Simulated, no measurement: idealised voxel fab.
process module | voxel trench capacitor
cross-section cut | 250 nm wide | cells 5 nm
A cross-section is a grid of square cells, given in bands from the top down. A band is one or more rows of cells.
Each band's line starts with the height of the band's top and of its bottom, in nm. Then come its materials from left to right, each with its width in nm. One material with "throughout" fills the band from edge to edge. "air" is empty space.
Height 0 is the level under which the wafer as received is all one material. The lowest band goes on downwards, as in "0 down".
A width such as "30 to 40" changes by the same amount from each row of cells to the next, from the band's top row to its bottom row.
"no change" after a step means that no cell of the cross-section changed.
closed voids: empty space of 8 cells or more with no open way to the top, each as width x height at its distance from the left edge, in nm
after a step's settings: what the simulator itself notes on the step
overlay nm, on a step with a mask: how far to the right of its planned place the mask lay; to the left if negative
plan
1 op RECEIVE | material Si
2 op CONFORMAL_DEP | material SiN | thk nm 10
3 op PATTERN | tone open | mask id TRENCH | material resist | width nm 30 | pitch nm 55 | thk nm 15 | overlay nm 0
4 op DIRECTIONAL_ETCH | etch materials SiN | depth nm 10
5 op DIRECTIONAL_ETCH | etch materials Si | depth nm 40
6 op STRIP | etch materials resist
7 op CONFORMAL_DEP | material Al2O3 | thk nm 5
8 op CONFORMAL_DEP | material TiN | thk nm 5
9 op FILL_DEP | material W | thk nm 5
10 op CMP | height nm 10
as received, after step 1
  0 down: Si throughout
  closed voids: none
a wafer at the end: this start, this plan, one mistake
  10 to 0: SiN 25 | Al2O3 5 | SiN 5 | W 10 | SiN 5 | Al2O3 5 | SiN 25 | Al2O3 5 | SiN 5 | W 10 | SiN 5 | Al2O3 5 | SiN 25 | Al2O3 5 | SiN 5 | W 10 | SiN 5 | Al2O3 5 | SiN 25 | Al2O3 5 | SiN 5 | W 10 | SiN 5 | Al2O3 5 | SiN 30
  0 to -30: Si 25 | Al2O3 5 | SiN 5 | W 10 | SiN 5 | Al2O3 5 | Si 25 | Al2O3 5 | SiN 5 | W 10 | SiN 5 | Al2O3 5 | Si 25 | Al2O3 5 | SiN 5 | W 10 | SiN 5 | Al2O3 5 | Si 25 | Al2O3 5 | SiN 5 | W 10 | SiN 5 | Al2O3 5 | Si 30
  -30 to -35: Si 25 | Al2O3 5 | SiN 20 | Al2O3 5 | Si 25 | Al2O3 5 | SiN 20 | Al2O3 5 | Si 25 | Al2O3 5 | SiN 20 | Al2O3 5 | Si 25 | Al2O3 5 | SiN 20 | Al2O3 5 | Si 30
  -35 to -40: Si 25 | Al2O3 30 | Si 25 | Al2O3 30 | Si 25 | Al2O3 30 | Si 25 | Al2O3 30 | Si 30
  -40 down: Si throughout
  closed voids: none
what went wrong: step 8 ran as: op CONFORMAL_DEP | material SiN | thk nm 5
